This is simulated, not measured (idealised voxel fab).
The document below concerns the process module designated voxel self aligned contacts.
FYI the section here is cut, 260 nm wide, cells are 5 nm squares.
Heads up, the way a cross-section reads in here is a grid of square cells, handed over as bands from the top down, with every band being one or more rows of cells.
Per band: top height and bottom height in nm, followed by the left-to-right materials and their widths in nm; "edge to edge" marks a single material spanning edge to edge, "empty" marks empty space.
Basically, 0 is our baseline, since under it the wafer straight out of the box is all one material. The bottom band has no lower end and keeps on going down, so it looks like "0 nm and below".
The two numbers in a width such as "30->40" mark its ends across the band: the first belongs to the top row of cells, the second to the bottom row, and from each row to the next the width moves by the same amount.
Any step labelled "no change" changed none of the cells in the cross-section.
"Enclosed internal voids" contains a list of empty spaces, each no smaller than 8 cells and without an open way to the top, written in the form width x height at distance with the distance from the left edge and all three in nm.
That trailing text on a step's line, after the settings, is the simulator's own remark on the step.
"overlay nm" denotes, for a step that has a mask, the displacement of the mask to the right of its planned place, with negative values corresponding to the left.

# Process steps (planned)
1 RECEIVE,material Si
2 CONFORMAL_DEP,material SiO2,thk nm 5
3 DIRECTIONAL_DEP,material polySi,thk nm 30
4 DIRECTIONAL_DEP,material SiN,thk nm 20
5 DIRECTIONAL_DEP,material aC,thk nm 15
6 PATTERN,tone cover,mask id GATE,material resist,width nm 25,pitch nm 55,thk nm 35,overlay nm 0
7 DIRECTIONAL_ETCH,etch materials aC,depth nm 15
8 STRIP,etch materials resist
9 DIRECTIONAL_ETCH,etch materials SiN,depth nm 20
10 DIRECTIONAL_ETCH,etch materials polySi,depth nm 30
11 STRIP,etch materials aC
12 CONFORMAL_DEP,material SiN,thk nm 5
13 DIRECTIONAL_ETCH,etch materials SiN,depth nm 5
14 FILL_DEP,material SiO2,thk nm 20
15 CMP,height nm 65
16 DIRECTIONAL_DEP,material aC,thk nm 10
17 PATTERN,tone open,mask id CONTACT,material resist,width nm 40,thk nm 25,overlay nm 0
18 DIRECTIONAL_ETCH,etch materials aC,depth nm 10
19 STRIP,etch materials resist
20 DIRECTIONAL_ETCH,etch materials SiO2,depth nm 65
21 STRIP,etch materials aC
22 CONFORMAL_DEP,material TiN,thk nm 5
23 FILL_DEP,material W,thk nm 5
24 CMP,height nm 65
25 CONFORMAL_DEP,material SiCN,thk nm 5

# First wafer out of two, processed as planned

# Delivered wafer in cross-section: state after step 1
0 nm and below: Si edge to edge
Enclosed internal voids: none

# Step 2 done - wafer cross-section
5 nm to 0 nm: SiO2 edge to edge
Under the height 0 nothing was changed.

# Step 3 done - wafer cross-section
35 nm to 5 nm: polySi edge to edge
Under the height 5 nothing was changed.

# Step 4 done - wafer cross-section
55 nm to 35 nm: SiN edge to edge
Under the height 35 nothing was changed.

# Step 5 done - wafer cross-section
70 nm to 55 nm: aC edge to edge
Under the height 55 nothing was changed.

# Step 6 done - wafer cross-section
105 nm to 70 nm: empty 90, resist 25, empty 30, resist 25, empty 90
Under the height 70 nothing was changed.

# Step 7 done - wafer cross-section
90 nm to 70 nm: empty 90, resist 25, empty 30, resist 25, empty 90
70 nm to 55 nm: empty 90, aC 25, empty 30, aC 25, empty 90
Under the height 55 nothing was changed.

# Step 8 done - wafer cross-section
70 nm to 55 nm: empty 90, aC 25, empty 30, aC 25, empty 90
Under the height 55 nothing was changed.

# Step 9 done - wafer cross-section
70 nm to 55 nm: empty 90, aC 25, empty 30, aC 25, empty 90
55 nm to 35 nm: empty 90, SiN 25, empty 30, SiN 25, empty 90
Under the height 35 nothing was changed.

# Step 10 done - wafer cross-section
70 nm to 55 nm: empty 90, aC 25, empty 30, aC 25, empty 90
55 nm to 35 nm: empty 90, SiN 25, empty 30, SiN 25, empty 90
35 nm to 5 nm: empty 90, polySi 25, empty 30, polySi 25, empty 90
Under the height 5 nothing was changed.

# Step 11 done - wafer cross-section
55 nm to 35 nm: empty 90, SiN 25, empty 30, SiN 25, empty 90
Under the height 35 nothing was changed.

# Step 12 done - wafer cross-section
60 nm to 35 nm: empty 85, SiN 35, empty 20, SiN 35, empty 85
35 nm to 10 nm: empty 85, SiN 5, polySi 25, SiN 5, empty 20, SiN 5, polySi 25, SiN 5, empty 85
10 nm to 5 nm: SiN 90, polySi 25, SiN 30, polySi 25, SiN 90
Under the height 5 nothing was changed.

# Step 13 done - wafer cross-section
55 nm to 35 nm: empty 85, SiN 35, empty 20, SiN 35, empty 85
35 nm to 5 nm: empty 85, SiN 5, polySi 25, SiN 5, empty 20, SiN 5, polySi 25, SiN 5, empty 85
Under the height 5 nothing was changed.

# Step 14 done - wafer cross-section
75 nm to 55 nm: SiO2 edge to edge
55 nm to 35 nm: SiO2 85, SiN 35, SiO2 20, SiN 35, SiO2 85
35 nm to 5 nm: SiO2 85, SiN 5, polySi 25, SiN 5, SiO2 20, SiN 5, polySi 25, SiN 5, SiO2 85
Under the height 5 nothing was changed.

# Step 15 done - wafer cross-section
65 nm to 55 nm: SiO2 edge to edge
Under the height 55 nothing was changed.

# Step 16 done - wafer cross-section
75 nm to 65 nm: aC edge to edge
Under the height 65 nothing was changed.

# Step 17 done - wafer cross-section
100 nm to 75 nm: resist 110, empty 40, resist 110
Under the height 75 nothing was changed.

# Step 18 done - wafer cross-section
90 nm to 75 nm: resist 110, empty 40, resist 110
75 nm to 65 nm: aC 110, empty 40, aC 110
Under the height 65 nothing was changed.

# Step 19 done - wafer cross-section
75 nm to 65 nm: aC 110, empty 40, aC 110
Under the height 65 nothing was changed.

# Step 20 done - wafer cross-section
75 nm to 65 nm: aC 110, empty 40, aC 110
65 nm to 55 nm: SiO2 110, empty 40, SiO2 110
55 nm to 35 nm: SiO2 85, SiN 35, empty 20, SiN 35, SiO2 85
35 nm to 5 nm: SiO2 85, SiN 5, polySi 25, SiN 5, empty 20, SiN 5, polySi 25, SiN 5, SiO2 85
5 nm to 0 nm: SiO2 120, empty 20, SiO2 120
Under the height 0 nothing was changed.

# Step 21 done - wafer cross-section
65 nm to 55 nm: SiO2 110, empty 40, SiO2 110
Under the height 55 nothing was changed.

# Step 22 done - wafer cross-section
70 nm to 65 nm: TiN 115, empty 30, TiN 115
65 nm to 55 nm: SiO2 110, TiN 5->15, empty 30->10, TiN 5->15, SiO2 110
55 nm to 35 nm: SiO2 85, SiN 35, TiN 5, empty 10, TiN 5, SiN 35, SiO2 85
35 nm to 5 nm: SiO2 85, SiN 5, polySi 25, SiN 5, TiN 5, empty 10, TiN 5, SiN 5, polySi 25, SiN 5, SiO2 85
5 nm to 0 nm: SiO2 120, TiN 20, SiO2 120
Under the height 0 nothing was changed.

# Step 23 done - wafer cross-section
75 nm to 70 nm: W edge to edge
70 nm to 65 nm: TiN 115, W 30, TiN 115
65 nm to 55 nm: SiO2 110, TiN 5->15, W 30->10, TiN 5->15, SiO2 110
55 nm to 35 nm: SiO2 85, SiN 35, TiN 5, W 10, TiN 5, SiN 35, SiO2 85
35 nm to 5 nm: SiO2 85, SiN 5, polySi 25, SiN 5, TiN 5, W 10, TiN 5, SiN 5, polySi 25, SiN 5, SiO2 85
Under the height 5 nothing was changed.

# Step 24 done - wafer cross-section
65 nm to 55 nm: SiO2 110, TiN 5->15, W 30->10, TiN 5->15, SiO2 110
Under the height 55 nothing was changed.

# Step 25 done - wafer cross-section
70 nm to 65 nm: SiCN edge to edge
Under the height 65 nothing was changed.

# Now the other wafer: same start, same recipe, but we messed up one thing when running it. Up to and including step 5 it's the same as the first one

# The second wafer cut through, at the time step 6 was supposed to be finished
105 nm to 70 nm: empty 85, resist 35, empty 20, resist 35, empty 85
Under the height 70 nothing was changed.

# The second wafer cut through, at the time step 7 was supposed to be finished
90 nm to 70 nm: empty 85, resist 35, empty 20, resist 35, empty 85
70 nm to 55 nm: empty 85, aC 35, empty 20, aC 35, empty 85
Under the height 55 nothing was changed.

# The second wafer cut through, at the time step 8 was supposed to be finished
70 nm to 55 nm: empty 85, aC 35, empty 20, aC 35, empty 85
Under the height 55 nothing was changed.

# The second wafer cut through, at the time step 9 was supposed to be finished
70 nm to 55 nm: empty 85, aC 35, empty 20, aC 35, empty 85
55 nm to 35 nm: empty 85, SiN 35, empty 20, SiN 35, empty 85
Under the height 35 nothing was changed.

# The second wafer cut through, at the time step 10 was supposed to be finished
70 nm to 55 nm: empty 85, aC 35, empty 20, aC 35, empty 85
55 nm to 35 nm: empty 85, SiN 35, empty 20, SiN 35, empty 85
35 nm to 5 nm: empty 85, polySi 35, empty 20, polySi 35, empty 85
Under the height 5 nothing was changed.

# The second wafer cut through, at the time step 11 was supposed to be finished
55 nm to 35 nm: empty 85, SiN 35, empty 20, SiN 35, empty 85
Under the height 35 nothing was changed.

# The second wafer cut through, at the time step 12 was supposed to be finished
60 nm to 35 nm: empty 80, SiN 45, empty 10, SiN 45, empty 80
35 nm to 10 nm: empty 80, SiN 5, polySi 35, SiN 5, empty 10, SiN 5, polySi 35, SiN 5, empty 80
10 nm to 5 nm: SiN 85, polySi 35, SiN 20, polySi 35, SiN 85
Under the height 5 nothing was changed.

# The second wafer cut through, at the time step 13 was supposed to be finished
55 nm to 35 nm: empty 80, SiN 45, empty 10, SiN 45, empty 80
35 nm to 5 nm: empty 80, SiN 5, polySi 35, SiN 5, empty 10, SiN 5, polySi 35, SiN 5, empty 80
Under the height 5 nothing was changed.

# The second wafer cut through, at the time step 14 was supposed to be finished
75 nm to 55 nm: SiO2 edge to edge
55 nm to 35 nm: SiO2 80, SiN 45, SiO2 10, SiN 45, SiO2 80
35 nm to 5 nm: SiO2 80, SiN 5, polySi 35, SiN 5, SiO2 10, SiN 5, polySi 35, SiN 5, SiO2 80
Under the height 5 nothing was changed.

# The second wafer cut through, at the time step 15 was supposed to be finished
65 nm to 55 nm: SiO2 edge to edge
Under the height 55 nothing was changed.

# The second wafer cut through, at the time step 16 was supposed to be finished
75 nm to 65 nm: aC edge to edge
Under the height 65 nothing was changed.

# The second wafer cut through, at the time step 17 was supposed to be finished
100 nm to 75 nm: resist 110, empty 40, resist 110
Under the height 75 nothing was changed.

# The second wafer cut through, at the time step 18 was supposed to be finished
90 nm to 75 nm: resist 110, empty 40, resist 110
75 nm to 65 nm: aC 110, empty 40, aC 110
Under the height 65 nothing was changed.

# The second wafer cut through, at the time step 19 was supposed to be finished
75 nm to 65 nm: aC 110, empty 40, aC 110
Under the height 65 nothing was changed.

# The second wafer cut through, at the time step 20 was supposed to be finished
75 nm to 65 nm: aC 110, empty 40, aC 110
65 nm to 55 nm: SiO2 110, empty 40, SiO2 110
55 nm to 35 nm: SiO2 80, SiN 45, empty 10, SiN 45, SiO2 80
35 nm to 5 nm: SiO2 80, SiN 5, polySi 35, SiN 5, empty 10, SiN 5, polySi 35, SiN 5, SiO2 80
5 nm to 0 nm: SiO2 125, empty 10, SiO2 125
Under the height 0 nothing was changed.

# The second wafer cut through, at the time step 21 was supposed to be finished
65 nm to 55 nm: SiO2 110, empty 40, SiO2 110
Under the height 55 nothing was changed.

# The second wafer cut through, at the time step 22 was supposed to be finished
70 nm to 65 nm: TiN 115, empty 30, TiN 115
65 nm to 60 nm: SiO2 110, TiN 5, empty 30, TiN 5, SiO2 110
60 nm to 55 nm: SiO2 110, TiN 40, SiO2 110
55 nm to 35 nm: SiO2 80, SiN 45, TiN 10, SiN 45, SiO2 80
35 nm to 5 nm: SiO2 80, SiN 5, polySi 35, SiN 5, TiN 10, SiN 5, polySi 35, SiN 5, SiO2 80
5 nm to 0 nm: SiO2 125, TiN 10, SiO2 125
Under the height 0 nothing was changed.

# The second wafer cut through, at the time step 23 was supposed to be finished
75 nm to 70 nm: W edge to edge
70 nm to 65 nm: TiN 115, W 30, TiN 115
65 nm to 60 nm: SiO2 110, TiN 5, W 30, TiN 5, SiO2 110
Under the height 60 nothing was changed.

# The second wafer cut through, at the time step 24 was supposed to be finished
65 nm to 60 nm: SiO2 110, TiN 5, W 30, TiN 5, SiO2 110
Under the height 60 nothing was changed.

# The second wafer cut through, at the time step 25 was supposed to be finished
70 nm to 65 nm: SiCN edge to edge
Under the height 65 nothing was changed.
Finding, execution versus plan: step 6 changed vs plan, executed as PATTERN,tone cover,mask id GATE,material resist,width nm 35,pitch nm 55,thk nm 35,overlay nm 0
End of process, cell counts, second wafer against first, materials with more or fewer: SiN: 16 more, SiO2: 18 fewer, W: 22 fewer, polySi: 24 more
